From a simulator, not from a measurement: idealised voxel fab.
Process module under the name voxel trench capacitor
Section cut is 275 nm wide and gridded with 5 nm square cells.
Cross-section = grid of square cells, listed top down in bands; band = one or more rows.
Heads up on the band format: heights come first, top then bottom, in nm. After that it's the materials left to right, each with its width in nm. A single material flagged "full width" fills the whole band edge to edge, and "air" means there's empty space there.
Height 0 is the level under which the wafer as received is all one material. The lowest band goes on downwards, as in "0 -> down".
Quick explanation for "30->40": the width changes in equal steps down the rows of cells, from the first number in the band's top row to the second number in its bottom row.
A step reported as "same as before" is a step in which no cell of the cross-section changed.
"Enclosed internal voids" enumerates empty spaces isolated from the top, with no open way to it, that contain at least 8 cells, giving each as width x height at distance from the left edge, all three in nm.
Step line, after settings: the simulator's comment on this step.
overlay nm: mask right of planned place by this much (step with mask). Neg. = left.

# These are the steps we planned for the process
1,RECEIVE (material Si)
2,CONFORMAL_DEP (material SiN; thk nm 10)
3,PATTERN (tone open; mask id TRENCH; material resist; width nm 25; pitch nm 40; thk nm 15; overlay nm 0)
4,DIRECTIONAL_ETCH (etch materials SiN; depth nm 10)
5,DIRECTIONAL_ETCH (etch materials Si; depth nm 40)
6,STRIP (etch materials resist)
7,CONFORMAL_DEP (material Al2O3; thk nm 5)
8,CONFORMAL_DEP (material TiN; thk nm 5)
9,FILL_DEP (material W; thk nm 10)
10,CMP (height nm 10)

# Wafer, first of two, run as planned

# So this is the incoming wafer in cross-section - it's already been through step 1
- 0 -> down  Si full width
- Enclosed internal voids: none

# After step 2: wafer cross-section
- 10 -> 0  SiN full width
- All layers under 0 are left as they were.

# After step 3: wafer cross-section
- 25 -> 10  resist: 85 / air: 25 / resist: 15 / air: 25 / resist: 15 / air: 25 / resist: 85
- All layers under 10 are left as they were.

# After step 4: wafer cross-section
- 25 -> 10  resist: 85 / air: 25 / resist: 15 / air: 25 / resist: 15 / air: 25 / resist: 85
- 10 -> 0  SiN: 85 / air: 25 / SiN: 15 / air: 25 / SiN: 15 / air: 25 / SiN: 85
- All layers under 0 are left as they were.

# After step 5: wafer cross-section
- 25 -> 10  resist: 85 / air: 25 / resist: 15 / air: 25 / resist: 15 / air: 25 / resist: 85
- 10 -> 0  SiN: 85 / air: 25 / SiN: 15 / air: 25 / SiN: 15 / air: 25 / SiN: 85
- 0 -> -40  Si: 85 / air: 25 / Si: 15 / air: 25 / Si: 15 / air: 25 / Si: 85
- All layers under -40 are left as they were.

# After step 6: wafer cross-section
- 10 -> 0  SiN: 85 / air: 25 / SiN: 15 / air: 25 / SiN: 15 / air: 25 / SiN: 85
- All layers under 0 are left as they were.

# After step 7: wafer cross-section
- 15 -> 10  Al2O3: 90 / air: 15 / Al2O3: 25 / air: 15 / Al2O3: 25 / air: 15 / Al2O3: 90
- 10 -> 0  SiN: 85 / Al2O3: 5 / air: 15 / Al2O3: 5 / SiN: 15 / Al2O3: 5 / air: 15 / Al2O3: 5 / SiN: 15 / Al2O3: 5 / air: 15 / Al2O3: 5 / SiN: 85
- 0 -> -35  Si: 85 / Al2O3: 5 / air: 15 / Al2O3: 5 / Si: 15 / Al2O3: 5 / air: 15 / Al2O3: 5 / Si: 15 / Al2O3: 5 / air: 15 / Al2O3: 5 / Si: 85
- -35 -> -40  Si: 85 / Al2O3: 25 / Si: 15 / Al2O3: 25 / Si: 15 / Al2O3: 25 / Si: 85
- All layers under -40 are left as they were.

# After step 8: wafer cross-section
- 20 -> 15  TiN: 95 / air: 5 / TiN: 35 / air: 5 / TiN: 35 / air: 5 / TiN: 95
- 15 -> 10  Al2O3: 90 / TiN: 5 / air: 5 / TiN: 5 / Al2O3: 25 / TiN: 5 / air: 5 / TiN: 5 / Al2O3: 25 / TiN: 5 / air: 5 / TiN: 5 / Al2O3: 90
- 10 -> 0  SiN: 85 / Al2O3: 5 / TiN: 5 / air: 5 / TiN: 5 / Al2O3: 5 / SiN: 15 / Al2O3: 5 / TiN: 5 / air: 5 / TiN: 5 / Al2O3: 5 / SiN: 15 / Al2O3: 5 / TiN: 5 / air: 5 / TiN: 5 / Al2O3: 5 / SiN: 85
- 0 -> -30  Si: 85 / Al2O3: 5 / TiN: 5 / air: 5 / TiN: 5 / Al2O3: 5 / Si: 15 / Al2O3: 5 / TiN: 5 / air: 5 / TiN: 5 / Al2O3: 5 / Si: 15 / Al2O3: 5 / TiN: 5 / air: 5 / TiN: 5 / Al2O3: 5 / Si: 85
- -30 -> -35  Si: 85 / Al2O3: 5 / TiN: 15 / Al2O3: 5 / Si: 15 / Al2O3: 5 / TiN: 15 / Al2O3: 5 / Si: 15 / Al2O3: 5 / TiN: 15 / Al2O3: 5 / Si: 85
- All layers under -35 are left as they were.

# After step 9: wafer cross-section
- 30 -> 20  W full width
- 20 -> 15  TiN: 95 / W: 5 / TiN: 35 / W: 5 / TiN: 35 / W: 5 / TiN: 95
- 15 -> 10  Al2O3: 90 / TiN: 5 / W: 5 / TiN: 5 / Al2O3: 25 / TiN: 5 / W: 5 / TiN: 5 / Al2O3: 25 / TiN: 5 / W: 5 / TiN: 5 / Al2O3: 90
- 10 -> 0  SiN: 85 / Al2O3: 5 / TiN: 5 / W: 5 / TiN: 5 / Al2O3: 5 / SiN: 15 / Al2O3: 5 / TiN: 5 / W: 5 / TiN: 5 / Al2O3: 5 / SiN: 15 / Al2O3: 5 / TiN: 5 / W: 5 / TiN: 5 / Al2O3: 5 / SiN: 85
- 0 -> -30  Si: 85 / Al2O3: 5 / TiN: 5 / W: 5 / TiN: 5 / Al2O3: 5 / Si: 15 / Al2O3: 5 / TiN: 5 / W: 5 / TiN: 5 / Al2O3: 5 / Si: 15 / Al2O3: 5 / TiN: 5 / W: 5 / TiN: 5 / Al2O3: 5 / Si: 85
- All layers under -30 are left as they were.

# After step 10: wafer cross-section
- 10 -> 0  SiN: 85 / Al2O3: 5 / TiN: 5 / W: 5 / TiN: 5 / Al2O3: 5 / SiN: 15 / Al2O3: 5 / TiN: 5 / W: 5 / TiN: 5 / Al2O3: 5 / SiN: 15 / Al2O3: 5 / TiN: 5 / W: 5 / TiN: 5 / Al2O3: 5 / SiN: 85
- All layers under 0 are left as they were.

# Wafer two. Same start, same plan, one slip in execution. Same as wafer one through step 8, inclusive

# Cross-sectional representation of the second wafer at the time designated in the plan for the completion of step 9
- 40 -> 20  W full width
- 20 -> 15  TiN: 95 / W: 5 / TiN: 35 / W: 5 / TiN: 35 / W: 5 / TiN: 95
- 15 -> 10  Al2O3: 90 / TiN: 5 / W: 5 / TiN: 5 / Al2O3: 25 / TiN: 5 / W: 5 / TiN: 5 / Al2O3: 25 / TiN: 5 / W: 5 / TiN: 5 / Al2O3: 90
- 10 -> 0  SiN: 85 / Al2O3: 5 / TiN: 5 / W: 5 / TiN: 5 / Al2O3: 5 / SiN: 15 / Al2O3: 5 / TiN: 5 / W: 5 / TiN: 5 / Al2O3: 5 / SiN: 15 / Al2O3: 5 / TiN: 5 / W: 5 / TiN: 5 / Al2O3: 5 / SiN: 85
- 0 -> -30  Si: 85 / Al2O3: 5 / TiN: 5 / W: 5 / TiN: 5 / Al2O3: 5 / Si: 15 / Al2O3: 5 / TiN: 5 / W: 5 / TiN: 5 / Al2O3: 5 / Si: 15 / Al2O3: 5 / TiN: 5 / W: 5 / TiN: 5 / Al2O3: 5 / Si: 85
- All layers under -30 are left as they were.

# Cross-sectional representation of the second wafer at the time designated in the plan for the completion of step 10
- 10 -> 0  SiN: 85 / Al2O3: 5 / TiN: 5 / W: 5 / TiN: 5 / Al2O3: 5 / SiN: 15 / Al2O3: 5 / TiN: 5 / W: 5 / TiN: 5 / Al2O3: 5 / SiN: 15 / Al2O3: 5 / TiN: 5 / W: 5 / TiN: 5 / Al2O3: 5 / SiN: 85
- All layers under 0 are left as they were.
It is concluded that the wafer was processed incorrectly with respect to the plan, in that step 9, plan: ran twice
The final cross-section is the same for the two wafers, so this model computes the same thing whether or not the mistake was made.
